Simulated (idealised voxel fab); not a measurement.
process module | voxel self aligned vias
cross-section cut | 255 nm wide | cells 5 nm
A cross-section is a grid of square cells, given in bands from the top down. A band is one or more rows of cells.
Each band's line starts with the height of the band's top and of its bottom, in nm. Then come its materials from left to right, each with its width in nm. One material with "throughout" fills the band from edge to edge. "air" is empty space.
Height 0 is the level under which the wafer as received is all one material. The lowest band goes on downwards, as in "0 down".
A width such as "30 to 40" changes by the same amount from each row of cells to the next, from the band's top row to its bottom row.
"no change" after a step means that no cell of the cross-section changed.
closed voids: empty space of 8 cells or more with no open way to the top, each as width x height at its distance from the left edge, in nm
after a step's settings: what the simulator itself notes on the step
overlay nm, on a step with a mask: how far to the right of its planned place the mask lay; to the left if negative
plan
1 op RECEIVE | material Si
2 op CONFORMAL_DEP | material SiO2 | thk nm 15
3 op CONFORMAL_DEP | material SiCN | thk nm 5
4 op DIRECTIONAL_DEP | material SiO2 | thk nm 20
5 op PATTERN | tone open | mask id LINES | material resist | width nm 30 | pitch nm 80 | thk nm 20 | overlay nm 0
6 op DIRECTIONAL_ETCH | etch materials SiO2 | depth nm 20
7 op STRIP | etch materials resist
8 op CONFORMAL_DEP | material TiN | thk nm 5
9 op FILL_DEP | material W | thk nm 10
10 op CMP | height nm 40
11 op SELECTIVE_ETCH | etch materials W Ru TiN | depth nm 5
12 op FILL_DEP | material SiN | thk nm 10
13 op CMP | height nm 40
14 op DIRECTIONAL_DEP | material SiO2 | thk nm 20
15 op DIRECTIONAL_DEP | material aC | thk nm 15
16 op PATTERN | tone open | mask id VIAS | material resist | width nm 50 | thk nm 30 | overlay nm 0
17 op DIRECTIONAL_ETCH | etch materials aC | depth nm 15
18 op STRIP | etch materials resist
19 op DIRECTIONAL_ETCH | etch materials SiO2 | depth nm 20
20 op DIRECTIONAL_ETCH | etch materials SiN | depth nm 5
21 op STRIP | etch materials aC
22 op CONFORMAL_DEP | material TiN | thk nm 5
23 op FILL_DEP | material Cu | thk nm 5
24 op CMP | height nm 60
25 op CONFORMAL_DEP | material SiN | thk nm 5
first wafer, as planned
as received, after step 1
  0 down: Si throughout
  closed voids: none
after step 2
  15 to 0: SiO2 throughout
  below 0: unchanged
after step 3
  20 to 15: SiCN throughout
  below 15: unchanged
after step 4
  40 to 20: SiO2 throughout
  below 20: unchanged
after step 5
  60 to 40: resist 70 | air 30 | resist 50 | air 30 | resist 75
  below 40: unchanged
after step 6
  60 to 40: resist 70 | air 30 | resist 50 | air 30 | resist 75
  40 to 20: SiO2 70 | air 30 | SiO2 50 | air 30 | SiO2 75
  below 20: unchanged
after step 7
  40 to 20: SiO2 70 | air 30 | SiO2 50 | air 30 | SiO2 75
  below 20: unchanged
after step 8
  45 to 40: TiN 75 | air 20 | TiN 60 | air 20 | TiN 80
  40 to 25: SiO2 70 | TiN 5 | air 20 | TiN 5 | SiO2 50 | TiN 5 | air 20 | TiN 5 | SiO2 75
  25 to 20: SiO2 70 | TiN 30 | SiO2 50 | TiN 30 | SiO2 75
  below 20: unchanged
after step 9
  55 to 45: W throughout
  45 to 40: TiN 75 | W 20 | TiN 60 | W 20 | TiN 80
  40 to 25: SiO2 70 | TiN 5 | W 20 | TiN 5 | SiO2 50 | TiN 5 | W 20 | TiN 5 | SiO2 75
  below 25: unchanged
after step 10
  40 to 25: SiO2 70 | TiN 5 | W 20 | TiN 5 | SiO2 50 | TiN 5 | W 20 | TiN 5 | SiO2 75
  below 25: unchanged
after step 11
  40 to 35: SiO2 70 | air 30 | SiO2 50 | air 30 | SiO2 75
  below 35: unchanged
after step 12
  50 to 40: SiN throughout
  40 to 35: SiO2 70 | SiN 30 | SiO2 50 | SiN 30 | SiO2 75
  below 35: unchanged
after step 13
  40 to 35: SiO2 70 | SiN 30 | SiO2 50 | SiN 30 | SiO2 75
  below 35: unchanged
after step 14
  60 to 40: SiO2 throughout
  below 40: unchanged
after step 15
  75 to 60: aC throughout
  below 60: unchanged
after step 16
  105 to 75: resist 60 | air 50 | resist 145
  below 75: unchanged
after step 17
  90 to 75: resist 60 | air 50 | resist 145
  75 to 60: aC 60 | air 50 | aC 145
  below 60: unchanged
after step 18
  75 to 60: aC 60 | air 50 | aC 145
  below 60: unchanged
after step 19
  75 to 60: aC 60 | air 50 | aC 145
  60 to 40: SiO2 60 | air 50 | SiO2 145
  below 40: unchanged
after step 20
  75 to 60: aC 60 | air 50 | aC 145
  60 to 40: SiO2 60 | air 50 | SiO2 145
  40 to 35: SiO2 70 | air 30 | SiO2 50 | SiN 30 | SiO2 75
  below 35: unchanged
after step 21
  60 to 40: SiO2 60 | air 50 | SiO2 145
  below 40: unchanged
after step 22
  65 to 60: TiN 65 | air 40 | TiN 150
  60 to 45: SiO2 60 | TiN 5 | air 40 | TiN 5 | SiO2 145
  45 to 40: SiO2 60 | TiN 15 | air 20 | TiN 15 | SiO2 145
  40 to 35: SiO2 70 | TiN 30 | SiO2 50 | SiN 30 | SiO2 75
  below 35: unchanged
after step 23
  70 to 65: Cu throughout
  65 to 60: TiN 65 | Cu 40 | TiN 150
  60 to 45: SiO2 60 | TiN 5 | Cu 40 | TiN 5 | SiO2 145
  45 to 40: SiO2 60 | TiN 15 | Cu 20 | TiN 15 | SiO2 145
  below 40: unchanged
after step 24
  60 to 45: SiO2 60 | TiN 5 | Cu 40 | TiN 5 | SiO2 145
  below 45: unchanged
after step 25
  65 to 60: SiN throughout
  below 60: unchanged
second wafer: like start, like plan, one mistake. Through step 4 it matches the first wafer
when step 5 should have ended
  60 to 40: air 70 | resist 30 | air 50 | resist 30 | air 75
  below 40: unchanged
when step 6 should have ended
  60 to 40: air 70 | resist 30 | air 50 | resist 30 | air 75
  40 to 20: air 70 | SiO2 30 | air 50 | SiO2 30 | air 75
  below 20: unchanged
when step 7 should have ended
  40 to 20: air 70 | SiO2 30 | air 50 | SiO2 30 | air 75
  below 20: unchanged
when step 8 should have ended
  45 to 40: air 65 | TiN 40 | air 40 | TiN 40 | air 70
  40 to 25: air 65 | TiN 5 | SiO2 30 | TiN 5 | air 40 | TiN 5 | SiO2 30 | TiN 5 | air 70
  25 to 20: TiN 70 | SiO2 30 | TiN 50 | SiO2 30 | TiN 75
  below 20: unchanged
when step 9 should have ended
  55 to 45: W throughout
  45 to 40: W 65 | TiN 40 | W 40 | TiN 40 | W 70
  40 to 25: W 65 | TiN 5 | SiO2 30 | TiN 5 | W 40 | TiN 5 | SiO2 30 | TiN 5 | W 70
  below 25: unchanged
when step 10 should have ended
  40 to 25: W 65 | TiN 5 | SiO2 30 | TiN 5 | W 40 | TiN 5 | SiO2 30 | TiN 5 | W 70
  below 25: unchanged
when step 11 should have ended
  40 to 35: air 70 | SiO2 30 | air 50 | SiO2 30 | air 75
  below 35: unchanged
when step 12 should have ended
  50 to 40: SiN throughout
  40 to 35: SiN 70 | SiO2 30 | SiN 50 | SiO2 30 | SiN 75
  below 35: unchanged
when step 13 should have ended
  40 to 35: SiN 70 | SiO2 30 | SiN 50 | SiO2 30 | SiN 75
  below 35: unchanged
when step 14 should have ended
  60 to 40: SiO2 throughout
  below 40: unchanged
when step 15 should have ended
  75 to 60: aC throughout
  below 60: unchanged
when step 16 should have ended
  105 to 75: resist 60 | air 50 | resist 145
  below 75: unchanged
when step 17 should have ended
  90 to 75: resist 60 | air 50 | resist 145
  75 to 60: aC 60 | air 50 | aC 145
  below 60: unchanged
when step 18 should have ended
  75 to 60: aC 60 | air 50 | aC 145
  below 60: unchanged
when step 19 should have ended
  75 to 60: aC 60 | air 50 | aC 145
  60 to 40: SiO2 60 | air 50 | SiO2 145
  below 40: unchanged
when step 20 should have ended
  75 to 60: aC 60 | air 50 | aC 145
  60 to 40: SiO2 60 | air 50 | SiO2 145
  40 to 35: SiN 60 | air 10 | SiO2 30 | air 10 | SiN 40 | SiO2 30 | SiN 75
  below 35: unchanged
when step 21 should have ended
  60 to 40: SiO2 60 | air 50 | SiO2 145
  below 40: unchanged
when step 22 should have ended
  65 to 60: TiN 65 | air 40 | TiN 150
  60 to 45: SiO2 60 | TiN 5 | air 40 | TiN 5 | SiO2 145
  45 to 40: SiO2 60 | TiN 50 | SiO2 145
  40 to 35: SiN 60 | TiN 10 | SiO2 30 | TiN 10 | SiN 40 | SiO2 30 | SiN 75
  below 35: unchanged
when step 23 should have ended
  70 to 65: Cu throughout
  65 to 60: TiN 65 | Cu 40 | TiN 150
  60 to 45: SiO2 60 | TiN 5 | Cu 40 | TiN 5 | SiO2 145
  below 45: unchanged
when step 24 should have ended
  60 to 45: SiO2 60 | TiN 5 | Cu 40 | TiN 5 | SiO2 145
  below 45: unchanged
when step 25 should have ended
  65 to 60: SiN throughout
  below 60: unchanged
what went wrong: step 5 ran as: op PATTERN | tone cover | mask id LINES | material resist | width nm 30 | pitch nm 80 | thk nm 20 | overlay nm 0
at the end the second wafer has, in cells: 4 fewer of Cu | 29 more of SiN | 108 fewer of SiO2 | 29 more of TiN | 54 more of W
